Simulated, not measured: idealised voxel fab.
Title: Process Module voxel transistor to metal
This is section cut - it's 295 nm across, gridded in 5 nm square cells.
Cross-section format: a grid of square cells, given as bands from top to bottom; each band is one or more rows of cells. This entry defines a band. It first specifies the height of the band's top and the height of its bottom in nm, and then specifies the band's materials from left to right, stating each material with its width in nm. The word "all across" identifies a single material that fills the band from edge to edge, while the word "empty" identifies empty space. A quick word on heights: they are counted from 0, and under that level the wafer as it came to us is one material throughout. The lowest band is different from the rest in having no bottom; it simply continues downward, written as in "from 0 down". The notation "30 to 40" denotes a width that varies across the rows of cells in the band, beginning at the first number in the top row, finishing at the second number in the bottom row, and changing by an identical amount from each row to the next. A step reported as "remained unchanged" is a step in which no cell of the cross-section changed. The label "Entrapped void list" introduces a list of the empty spaces, 8 cells or larger, that have no open way up to the top; each entry in it reads width x height at distance, where the distance is taken from the left edge and all three are stated in nm. Post-settings text on a step line: simulator's own remark regarding the step. When a step includes a mask, the "overlay nm" setting on its line states how far to the right of its planned place that mask lay, and negative values state how far to the left.
# Steps in the process plan
step 1: RECEIVE with material Si
step 2: OXIDIZE with depth nm 5
step 3: CONFORMAL_DEP with material SiN, thk nm 15
step 4: DIRECTIONAL_DEP with material aC, thk nm 10
step 5: PATTERN with tone cover, mask id ACTIVE, material resist, width nm 95, pitch nm 125, thk nm 30, overlay nm 0
step 6: DIRECTIONAL_ETCH with etch materials aC, depth nm 10
step 7: STRIP with etch materials resist
step 8: DIRECTIONAL_ETCH with etch materials SiN, depth nm 15
step 9: DIRECTIONAL_ETCH with etch materials SiO2, depth nm 5
step 10: DIRECTIONAL_ETCH with etch materials Si, depth nm 35
step 11: STRIP with etch materials aC
step 12: OXIDIZE with depth nm 5
step 13: FILL_DEP with material SiO2, thk nm 15
step 14: CMP with height nm 15
step 15: SELECTIVE_ETCH with etch materials SiO2, depth nm 5
step 16: STRIP with etch materials SiN
step 17: SELECTIVE_ETCH with etch materials SiO2, depth nm 5
step 18: OXIDIZE with depth nm 5
step 19: DIRECTIONAL_DEP with material polySi, thk nm 30
step 20: DIRECTIONAL_DEP with material SiCN, thk nm 15
step 21: MASKED_ETCH with tone cover, mask id GATE, width nm 25, pitch nm 125, etch materials SiCN, depth nm 25, overlay nm 0
step 22: MASKED_ETCH with tone cover, mask id GATE, width nm 25, pitch nm 125, etch materials polySi, depth nm 40, overlay nm 0
step 23: CONFORMAL_DEP with material SiN, thk nm 5
step 24: DIRECTIONAL_ETCH with etch materials SiN, depth nm 5
step 25: DIRECTIONAL_ETCH with etch materials SiO2, depth nm 5
step 26: EPI with material nSi, thk nm 5
step 27: FILL_DEP with material SiO2, thk nm 5
step 28: CMP with height nm 40
step 29: DIRECTIONAL_DEP with material SiO2, thk nm 10
step 30: DIRECTIONAL_DEP with material aC, thk nm 10
step 31: PATTERN with tone open, mask id CONTACT, material resist, width nm 25, thk nm 30, overlay nm 0
step 32: DIRECTIONAL_ETCH with etch materials aC, depth nm 10
step 33: STRIP with etch materials resist
step 34: DIRECTIONAL_ETCH with etch materials SiO2, depth nm 55
step 35: STRIP with etch materials aC
step 36: CONFORMAL_DEP with material TiN, thk nm 5
step 37: FILL_DEP with material Ru, thk nm 10
step 38: CMP with height nm 50
step 39: DIRECTIONAL_DEP with material TiN, thk nm 5
step 40: DIRECTIONAL_DEP with material W, thk nm 15
step 41: DIRECTIONAL_DEP with material aC, thk nm 15
step 42: PATTERN with tone cover, mask id METAL_1, material resist, width nm 15, thk nm 35, overlay nm 0
step 43: DIRECTIONAL_ETCH with etch materials aC, depth nm 15
step 44: STRIP with etch materials resist
step 45: DIRECTIONAL_ETCH with etch materials W, depth nm 15
step 46: DIRECTIONAL_ETCH with etch materials TiN, depth nm 5
step 47: STRIP with etch materials aC
step 48: FILL_DEP with material SiO2, thk nm 5
step 49: CMP with height nm 70
step 50: CONFORMAL_DEP with material SiN, thk nm 5
# Shown in cross-section is the wafer as received, that is, as it stands after step 1
  from 0 down | Si all across
  Entrapped void list: none
# Final wafer profile in cross-section after the module, from the same start and plan as above, with one mistake made during processing
  from 75 to 70 | SiN all across
  from 70 to 55 | 40 SiO2, 15 W, 55 SiO2, 15 W, 40 SiO2, 15 W, 55 SiO2, 15 W, 45 SiO2
  from 55 to 50 | 40 SiO2, 15 TiN, 55 SiO2, 15 TiN, 40 SiO2, 15 TiN, 55 SiO2, 15 TiN, 45 SiO2
  from 50 to 40 | 40 SiO2, 5 TiN, 15 Ru, 5 TiN, 35 SiO2, 5 TiN, 15 Ru, 5 TiN, 40 SiO2, 5 TiN, 15 Ru, 5 TiN, 35 SiO2, 5 TiN, 15 Ru, 5 TiN, 45 SiO2
  from 40 to 25 | 40 SiO2, 5 TiN, 15 Ru, 5 TiN, 5 SiO2, 5 SiN, 20 SiCN, 5 SiN, 5 TiN, 15 Ru, 5 TiN, 40 SiO2, 5 TiN, 15 Ru, 5 TiN, 5 SiO2, 5 SiN, 20 SiCN, 5 SiN, 5 TiN, 15 Ru, 5 TiN, 45 SiO2
  from 25 to 5 | 40 SiO2, 5 TiN, 15 Ru, 5 TiN, 5 SiN, 25 polySi, 5 SiN, 5 TiN, 15 Ru, 5 TiN, 40 SiO2, 5 TiN, 15 Ru, 5 TiN, 5 SiN, 25 polySi, 5 SiN, 5 TiN, 15 Ru, 5 TiN, 45 SiO2
  from 5 to 0 | 30 SiO2, 5 SiN, 5 SiO2, 5 TiN, 15 Ru, 5 TiN, 5 SiN, 25 polySi, 5 SiN, 5 TiN, 15 Ru, 5 TiN, 5 SiO2, 5 SiN, 20 SiO2, 5 SiN, 5 SiO2, 5 TiN, 15 Ru, 5 TiN, 5 SiN, 25 polySi, 5 SiN, 5 TiN, 15 Ru, 5 TiN, 5 SiO2, 5 SiN, 35 SiO2
  from 0 to -5 | 30 SiO2, 5 SiN, 5 SiO2, 25 TiN, 5 SiN, 25 polySi, 5 SiN, 25 TiN, 5 SiO2, 5 SiN, 20 SiO2, 5 SiN, 5 SiO2, 25 TiN, 5 SiN, 25 polySi, 5 SiN, 25 TiN, 5 SiO2, 5 SiN, 35 SiO2
  from -5 to -10 | 35 SiO2, 30 nSi, 35 SiO2, 30 nSi, 30 SiO2, 30 nSi, 35 SiO2, 30 nSi, 40 SiO2
  from -10 to -45 | 40 SiO2, 85 Si, 40 SiO2, 85 Si, 45 SiO2
  from -45 down | Si all across
  Entrapped void list: none
Deviation from plan: rather than as planned, step 21 actually ran as MASKED_ETCH with tone cover, mask id GATE, width nm 20, pitch nm 125, etch materials SiCN, depth nm 25, overlay nm 0
